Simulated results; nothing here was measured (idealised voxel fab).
The process module presented herein is designated voxel self aligned contacts.
Pictured: cross-section cut, 300 nm wide, on a grid of 5 nm square cells.
A cross-section is a grid of square cells, given in bands from the top down. A band is one or more rows of cells.
Band entry format. Leading values: height of top, height of bottom, nm. Remainder: materials in left-to-right order, each with its width in nm. Special words: "edge to edge" on a single material, which then fills the band edge to edge; "blank", empty space.
Zero point of the height axis is 0; under it, received wafer = one material. Lowest band: continues down indefinitely, "0..down".
With a width like "30 to 40", each row of cells in the band differs from the next by the same amount, the top row carrying the first number and the bottom row the second.
"nothing altered" (step): cross-section cells unchanged, all of them.
Listed in "Enclosed voids": every empty space of 8 or more cells without an open way to the top. Form: width x height at distance, the distance being from the left edge, all in nm.
after a step's settings: what the simulator itself notes on the step
Each step line may optionally specify "overlay nm", which for a step with a mask gives the rightward distance between the mask's planned place and where it lay, a negative value indicating the leftward direction.
# So here's the lineup of process steps we planned
1: RECEIVE: material Si
2: OXIDIZE: depth nm 5
3: DIRECTIONAL_DEP: material polySi, thk nm 30
4: DIRECTIONAL_DEP: material SiN, thk nm 20
5: DIRECTIONAL_DEP: material aC, thk nm 15
6: PATTERN: tone cover, mask id GATE, material resist, width nm 35, pitch nm 80, thk nm 35, overlay nm 0
7: DIRECTIONAL_ETCH: etch materials aC, depth nm 15
8: STRIP: etch materials resist
9: DIRECTIONAL_ETCH: etch materials SiN, depth nm 20
10: DIRECTIONAL_ETCH: etch materials polySi, depth nm 30
11: STRIP: etch materials aC
12: CONFORMAL_DEP: material SiN, thk nm 10
13: DIRECTIONAL_ETCH: etch materials SiN, depth nm 10
14: FILL_DEP: material SiO2, thk nm 20
15: CMP: height nm 60
16: PATTERN: tone open, mask id CONTACT, material resist, width nm 65, thk nm 15, overlay nm 0
17: DIRECTIONAL_ETCH: etch materials SiO2, depth nm 65
18: STRIP: etch materials resist
19: CONFORMAL_DEP: material TiN, thk nm 5
20: FILL_DEP: material W, thk nm 5
21: CMP: height nm 60
22: CONFORMAL_DEP: material SiN, thk nm 5
# Incoming wafer, cross-sectional view, post step 1
> 0..down | Si edge to edge
> Enclosed voids: none
# Result of the module, cross-sectioned: start per above, plan per above, one error in how it was run
> 65..60 | SiN edge to edge
> 60..50 | SiO2: 80 | TiN: 60 | W: 15 | TiN: 60 | SiO2: 85
> 50..30 | SiO2: 80 | TiN: 10 | SiN: 35 | TiN: 15 | W: 15 | TiN: 15 | SiN: 35 | TiN: 10 | SiO2: 85
> 30..15 | SiO2: 80 | TiN: 10 | polySi: 35 | TiN: 15 | W: 15 | TiN: 15 | polySi: 35 | TiN: 10 | SiO2: 85
> 15..10 | SiO2: 80 | TiN: 10 | polySi: 35 | TiN: 45 | polySi: 35 | TiN: 10 | SiO2: 85
> 10..0 | TiN: 90 | polySi: 35 | TiN: 45 | polySi: 35 | TiN: 95
> 0..-5 | SiO2 edge to edge
> -5..down | Si edge to edge
> Enclosed voids: none
Which mistake was made when the wafer was run? step 12 was not run as planned; what actually ran was CONFORMAL_DEP: material TiN, thk nm 10
